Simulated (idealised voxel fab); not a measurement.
Process module heading - voxel local oxidation
Cross-section cut spans 190 nm and uses square cells 5 nm in size.
Format of a cross-section: grid, square cells. Given as bands. Order: top down. Band: one or more rows of cells. Per band: top height and bottom height in nm, followed by the left-to-right materials and their widths in nm; "throughout" marks a single material spanning edge to edge, "blank" marks empty space. Heights from 0 (as-received wafer is one material below). Bottom band endless downward, as "0 nm and below". Width: "30 to 40" (first number = top row, second number = bottom row, same change from row to row of cells). When a step is marked "all unchanged", none of the cells in the cross-section changed during that step. Reported under the label "Completely enclosed voids" are the empty spaces having no open way to the top and comprising 8 cells or more; the notation for each is width x height at distance, in which the distance is measured from the left edge and all three values are in nm. What comes after the settings on a step's line is commentary from the simulator itself on that step. overlay nm: right-of-plan distance of the mask on a masked step; negative values mean left-of-plan.

**List of planned process steps**
1. RECEIVE with material Si
2. CONFORMAL_DEP with material SiO2, thk nm 5
3. CONFORMAL_DEP with material SiN, thk nm 15
4. MASKED_ETCH with tone cover, mask id ACTIVE, width nm 105, etch materials SiN, depth nm 15, overlay nm 0
5. SELECTIVE_ETCH with etch materials SiO2, depth nm 5
6. OXIDIZE with depth nm 10
7. STRIP with etch materials SiN

**Wafer, first of two, run as planned**

**The cross-section here shows the wafer as received, i.e. in its state after step 1**
> 0 nm and below | Si throughout
> Completely enclosed voids: none

**Step 2 done - wafer cross-section**
> 5 nm to 0 nm | SiO2 throughout
> below 0: unchanged

**Step 3 done - wafer cross-section**
> 20 nm to 5 nm | SiN throughout
> below 5: unchanged

**Step 4 done - wafer cross-section**
> 20 nm to 5 nm | blank: 40, then SiN: 105, then blank: 45
> below 5: unchanged

**Step 5 done - wafer cross-section**
> 20 nm to 5 nm | blank: 40, then SiN: 105, then blank: 45
> 5 nm to 0 nm | blank: 45, then SiO2: 95, then blank: 50
> below 0: unchanged

**Step 6 done - wafer cross-section**
> 20 nm to 5 nm | blank: 40, then SiN: 105, then blank: 45
> 5 nm to 0 nm | blank: 45, then SiO2: 95, then blank: 50
> 0 nm to -10 nm | SiO2: 55, then Si: 75, then SiO2: 60
> below -10: unchanged

**Step 7 done - wafer cross-section**
> 5 nm to 0 nm | blank: 45, then SiO2: 95, then blank: 50
> below 0: unchanged

**Second wafer, same starting state and plan as the first, one mistake in the run, identical through step 3**

**Second wafer shown in cross-section at the time step 4 was slated to end**
> 20 nm to 5 nm | blank: 40, then SiN: 105, then blank: 45
> below 5: unchanged

**Second wafer shown in cross-section at the time step 5 was slated to end**
> 20 nm to 5 nm | blank: 40, then SiN: 105, then blank: 45
> 5 nm to 0 nm | blank: 45, then SiO2: 95, then blank: 50
> below 0: unchanged

**Second wafer shown in cross-section at the time step 6 was slated to end**
> 20 nm to 5 nm | blank: 40, then SiN: 105, then blank: 45
> 5 nm to 0 nm | blank: 45, then SiO2: 95, then blank: 50
> 0 nm to -10 nm | SiO2: 55, then Si: 75, then SiO2: 60
> below -10: unchanged

**Second wafer shown in cross-section at the time step 7 was slated to end**
> 5 nm to 0 nm | blank: 45, then SiO2: 95, then blank: 50
> below 0: unchanged
Plan not followed: twice over, step 4 of the plan was run
Honestly, by the end the two wafers have the same cross-section, so the mistake just doesn't show up in what this model computes.
